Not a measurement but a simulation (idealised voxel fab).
Proc. module: voxel wiring stack
Each square cell in cross-section cut measures 5 nm, and the section as a whole is 165 nm wide.
Cross-section, as written here: a square-cell grid given band by band from the top down, where a band holds one or more rows of cells. Top height, bottom height, nm. Materials left to right, width each, nm. Single material + "throughout" = fills band edge to edge. "air" = empty. Beneath 0, the wafer as received is one material, and that level is where height counting begins. The lowest band goes on downward without a bottom; it is written like "0 -> down". A two-number width, for instance "30->40", indicates that the width is equal to the first number in the top row of the band and to the second number in the bottom row, and that it changes by a constant amount per row of cells. No cell of the cross-section changed in a step that is given as "nothing altered". You'll see "Closed void inventory" listing empty spaces that have no way open to the top, as long as they're 8 cells or more; the notation is width x height at distance, where the distance is from the left edge, and all of it is in nm. Step line, after settings: the simulator's comment on this step. overlay nm: on a step with a mask, how far right of its planned place the mask lay; negative means left.
-- Intended process steps
1 RECEIVE,material Si
2 CONFORMAL_DEP,material SiO2,thk nm 15
3 DIRECTIONAL_DEP,material TiN,thk nm 5
4 DIRECTIONAL_DEP,material W,thk nm 20
5 DIRECTIONAL_DEP,material aC,thk nm 10
6 PATTERN,tone cover,mask id METAL_1,material resist,width nm 30,pitch nm 45,thk nm 30,overlay nm 0
7 DIRECTIONAL_ETCH,etch materials aC,depth nm 10
8 STRIP,etch materials resist
9 DIRECTIONAL_ETCH,etch materials W,depth nm 20
10 DIRECTIONAL_ETCH,etch materials TiN,depth nm 5
11 STRIP,etch materials aC
12 CONFORMAL_DEP,material SiN,thk nm 5
13 FILL_DEP,material lowk,thk nm 5
14 CMP,height nm 40
15 CONFORMAL_DEP,material SiCN,thk nm 5
16 DIRECTIONAL_DEP,material SiO2,thk nm 20
17 DIRECTIONAL_DEP,material aC,thk nm 10
18 PATTERN,tone open,mask id PLUG_1,material resist,width nm 15,pitch nm 90,thk nm 25,overlay nm 0
19 DIRECTIONAL_ETCH,etch materials aC,depth nm 10
20 STRIP,etch materials resist
21 DIRECTIONAL_ETCH,etch materials SiO2,depth nm 20
22 DIRECTIONAL_ETCH,etch materials SiCN,depth nm 5
23 STRIP,etch materials aC
24 EPI,material Ru,thk nm 10
25 EPI,material Ru,thk nm 10
26 EPI,material Ru,thk nm 5
27 DIRECTIONAL_DEP,material TiN,thk nm 5
28 DIRECTIONAL_DEP,material W,thk nm 25
29 DIRECTIONAL_DEP,material aC,thk nm 10
30 PATTERN,tone cover,mask id METAL_2,material resist,width nm 30,pitch nm 45,thk nm 30,overlay nm 0
31 DIRECTIONAL_ETCH,etch materials aC,depth nm 10
32 STRIP,etch materials resist
33 DIRECTIONAL_ETCH,etch materials W,depth nm 25
34 DIRECTIONAL_ETCH,etch materials TiN,depth nm 5
35 STRIP,etch materials aC
36 CONFORMAL_DEP,material SiN,thk nm 5
37 FILL_DEP,material lowk,thk nm 5
38 CMP,height nm 95
39 CONFORMAL_DEP,material SiCN,thk nm 5
40 DIRECTIONAL_DEP,material lowk,thk nm 10
41 MASKED_ETCH,tone open,mask id PLUG_2,width nm 15,pitch nm 90,etch materials lowk,depth nm 10,overlay nm 0
42 MASKED_ETCH,tone open,mask id PLUG_2,width nm 15,pitch nm 90,etch materials SiCN,depth nm 5,overlay nm 0
43 EPI,material Ru,thk nm 10
44 EPI,material Ru,thk nm 5
45 DIRECTIONAL_DEP,material TiN,thk nm 5
46 DIRECTIONAL_DEP,material W,thk nm 15
47 MASKED_ETCH,tone cover,mask id METAL_3,width nm 30,pitch nm 45,etch materials W,depth nm 15,overlay nm 0
48 MASKED_ETCH,tone cover,mask id METAL_3,width nm 30,pitch nm 45,etch materials TiN,depth nm 5,overlay nm 0
49 FILL_DEP,material SiO2,thk nm 10
50 CMP,height nm 130
51 CONFORMAL_DEP,material SiCN,thk nm 5
52 DIRECTIONAL_DEP,material lowk,thk nm 10
53 PATTERN,tone open,mask id PLUG_3,material resist,width nm 15,pitch nm 45,thk nm 20,overlay nm 0
54 DIRECTIONAL_ETCH,etch materials lowk,depth nm 10
55 DIRECTIONAL_ETCH,etch materials SiCN,depth nm 5
56 STRIP,etch materials resist
57 CONFORMAL_DEP,material TiN,thk nm 5
58 FILL_DEP,material Cu,thk nm 5
59 CMP,height nm 145
60 DIRECTIONAL_DEP,material TiN,thk nm 5
61 DIRECTIONAL_DEP,material W,thk nm 20
62 MASKED_ETCH,tone cover,mask id METAL_4,width nm 20,pitch nm 45,etch materials W,depth nm 20,overlay nm 0
63 MASKED_ETCH,tone cover,mask id METAL_4,width nm 30,pitch nm 45,etch materials TiN,depth nm 5,overlay nm 0
64 CONFORMAL_DEP,material SiCN,thk nm 5
65 FILL_DEP,material SiO2,thk nm 10
66 CMP,height nm 170
67 CONFORMAL_DEP,material SiCN,thk nm 5
For this document, wafers share an identical start and vary in the step 62 width nm; the plan quotes the first wafer's value.
-- Received wafers, first of several: cross-section after step 1
    0 -> down: Si throughout
    Closed void inventory: none
-- wafer rows; end of module; cells per material since receipt: (+) gained, (-) lost; then closed voids
width nm 20, +6 Cu, +48 Ru, +156 SiCN, +84 SiN, +321 SiO2, +93 TiN, +264 W, +183 lowk, Closed void inventory: none
width nm 25, +6 Cu, +48 Ru, +153 SiCN, +84 SiN, +312 SiO2, +93 TiN, +276 W, +183 lowk, Closed void inventory: none
width nm 30, +6 Cu, +48 Ru, +150 SiCN, +84 SiN, +303 SiO2, +93 TiN, +288 W, +183 lowk, Closed void inventory: none
